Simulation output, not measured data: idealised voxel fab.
Presented below is a process module, voxel transistor to metal.
It is cross-section cut that appears here, measuring 170 nm in width, its square cells being 5 nm in size.
A cross-section is a grid of square cells, given in bands from the top down. A band is one or more rows of cells. Band: top and bottom heights (nm) first, top before bottom; then materials from left to right, widths in nm. "full width" marks a sole material filling the band edge to edge. "air" denotes empty space. Beneath 0, the wafer as received is one material, and that level is where height counting begins. The lowest band goes on downward without a bottom; it is written like "0..down". Width: "30..40" (first number = top row, second number = bottom row, same change from row to row of cells). You'll sometimes find "remained the same" written for a step, and that's the way of saying that nowhere in the cross-section did a cell change during that step. "Sealed internal voids" contains a list of empty spaces, each no smaller than 8 cells and without an open way to the top, written in the form width x height at distance with the distance from the left edge and all three in nm. On each step's line, the part that comes after the settings is the simulator's own comment on the step. The setting "overlay nm" may be written on the line of a step. When the step uses a mask, the value reports how far to the right of the planned place the mask lay, and a negative value reports that it lay to the left.

**Intended process steps**
| 1 | RECEIVE | material Si |
| 2 | CONFORMAL_DEP | material SiO2 | thk nm 5 |
| 3 | CONFORMAL_DEP | material SiN | thk nm 15 |
| 4 | DIRECTIONAL_DEP | material aC | thk nm 10 |
| 5 | PATTERN | tone cover | mask id ACTIVE | material resist | width nm 95 | thk nm 25 | overlay nm 0 |
| 6 | DIRECTIONAL_ETCH | etch materials aC | depth nm 10 |
| 7 | STRIP | etch materials resist |
| 8 | DIRECTIONAL_ETCH | etch materials SiN | depth nm 15 |
| 9 | DIRECTIONAL_ETCH | etch materials SiO2 | depth nm 5 |
| 10 | DIRECTIONAL_ETCH | etch materials Si | depth nm 35 |
| 11 | STRIP | etch materials aC |
| 12 | OXIDIZE | depth nm 5 |
| 13 | FILL_DEP | material SiO2 | thk nm 10 |
| 14 | CMP | height nm 20 |
| 15 | SELECTIVE_ETCH | etch materials SiO2 | depth nm 10 |
| 16 | STRIP | etch materials SiN |
| 17 | SELECTIVE_ETCH | etch materials SiO2 | depth nm 5 |
| 18 | OXIDIZE | depth nm 5 |
| 19 | DIRECTIONAL_DEP | material polySi | thk nm 20 |
| 20 | DIRECTIONAL_DEP | material SiCN | thk nm 15 |
| 21 | MASKED_ETCH | tone cover | mask id GATE | width nm 15 | etch materials SiCN | depth nm 25 | overlay nm 0 |
| 22 | MASKED_ETCH | tone cover | mask id GATE | width nm 15 | etch materials polySi | depth nm 30 | overlay nm 0 |
| 23 | CONFORMAL_DEP | material SiN | thk nm 10 |
| 24 | DIRECTIONAL_ETCH | etch materials SiN | depth nm 10 |
| 25 | DIRECTIONAL_ETCH | etch materials SiO2 | depth nm 5 |
| 26 | DIRECTIONAL_ETCH | etch materials Si | depth nm 5 |
| 27 | EPI | material SiGe | thk nm 10 |
| 28 | FILL_DEP | material SiO2 | thk nm 10 |
| 29 | CMP | height nm 35 |
| 30 | DIRECTIONAL_DEP | material SiO2 | thk nm 15 |
| 31 | DIRECTIONAL_DEP | material aC | thk nm 15 |
| 32 | PATTERN | tone open | mask id CONTACT | material resist | width nm 15 | pitch nm 70 | thk nm 30 | overlay nm 0 |
| 33 | DIRECTIONAL_ETCH | etch materials aC | depth nm 15 |
| 34 | STRIP | etch materials resist |
| 35 | DIRECTIONAL_ETCH | etch materials SiO2 | depth nm 50 |
| 36 | STRIP | etch materials aC |
| 37 | CONFORMAL_DEP | material TiN | thk nm 5 |
| 38 | FILL_DEP | material Ru | thk nm 10 |
| 39 | CMP | height nm 50 |
| 40 | DIRECTIONAL_DEP | material TiN | thk nm 5 |
| 41 | DIRECTIONAL_DEP | material W | thk nm 25 |
| 42 | PATTERN | tone cover | mask id METAL_1 | material resist | width nm 15 | pitch nm 70 | thk nm 20 | overlay nm 0 |
| 43 | DIRECTIONAL_ETCH | etch materials W | depth nm 25 |
| 44 | DIRECTIONAL_ETCH | etch materials TiN | depth nm 5 |
| 45 | STRIP | etch materials resist |
| 46 | FILL_DEP | material lowk | thk nm 10 |
| 47 | CMP | height nm 80 |
| 48 | CONFORMAL_DEP | material SiCN | thk nm 5 |

**Cross-section of the wafer at receipt, which is the condition after step 1**
0..down = Si full width
Sealed internal voids: none

**Cross-sectional image of the first of two wafers at the end of the module, the run having proceeded as planned**
85..80 = SiCN full width
80..55 = lowk (40); W (15); lowk (55); W (15); lowk (45)
55..50 = lowk (40); TiN (15); lowk (55); TiN (15); lowk (45)
50..35 = SiO2 (40); TiN (5); Ru (5); TiN (5); SiO2 (55); TiN (5); Ru (5); TiN (5); SiO2 (45)
35..20 = SiO2 (40); TiN (5); Ru (5); TiN (5); SiO2 (10); SiN (10); SiCN (15); SiN (10); SiO2 (10); TiN (5); Ru (5); TiN (5); SiO2 (45)
20..5 = SiO2 (40); TiN (5); Ru (5); TiN (5); SiO2 (10); SiN (10); polySi (15); SiN (10); SiO2 (10); TiN (5); Ru (5); TiN (5); SiO2 (45)
5..0 = SiO2 (30); SiN (10); TiN (15); SiGe (10); SiN (10); polySi (15); SiN (10); SiGe (10); TiN (15); SiN (10); SiO2 (35)
0..-5 = SiO2 (40); SiGe (25); SiO2 (35); SiGe (25); SiO2 (45)
-5..-10 = SiO2 (40); SiGe (25); Si (35); SiGe (25); SiO2 (45)
-10..-40 = SiO2 (40); Si (85); SiO2 (45)
-40..down = Si full width
Sealed internal voids: none

**Same start, same plan as the first wafer - but one mistake in the run. Cross-section of the second of the two at the end of the module**
85..80 = SiCN full width
80..55 = lowk (40); W (15); lowk (55); W (15); lowk (45)
55..50 = lowk (40); TiN (15); lowk (55); TiN (15); lowk (45)
50..35 = SiO2 (40); TiN (5); Ru (5); TiN (5); SiO2 (55); TiN (5); Ru (5); TiN (5); SiO2 (45)
35..20 = SiO2 (40); TiN (5); Ru (5); TiN (5); SiO2 (10); SiN (10); SiCN (15); SiN (10); SiO2 (10); TiN (5); Ru (5); TiN (5); SiO2 (45)
20..15 = SiO2 (40); TiN (15); SiO2 (10); SiN (10); polySi (15); SiN (10); SiO2 (10); TiN (15); SiO2 (45)
15..5 = SiO2 (65); SiN (10); polySi (15); SiN (10); SiO2 (70)
5..0 = SiO2 (30); SiN (10); SiO2 (15); SiGe (10); SiN (10); polySi (15); SiN (10); SiGe (10); SiO2 (15); SiN (10); SiO2 (35)
0..-5 = SiO2 (40); SiGe (25); SiO2 (35); SiGe (25); SiO2 (45)
-5..-10 = SiO2 (40); SiGe (25); Si (35); SiGe (25); SiO2 (45)
-10..-40 = SiO2 (40); Si (85); SiO2 (45)
-40..down = Si full width
Sealed internal voids: none
Short version of what went wrong: step 30, plan: ran twice
The second wafer ends with more or fewer cells of some materials than the first, per final count: -6 Ru; +18 SiO2; -12 TiN
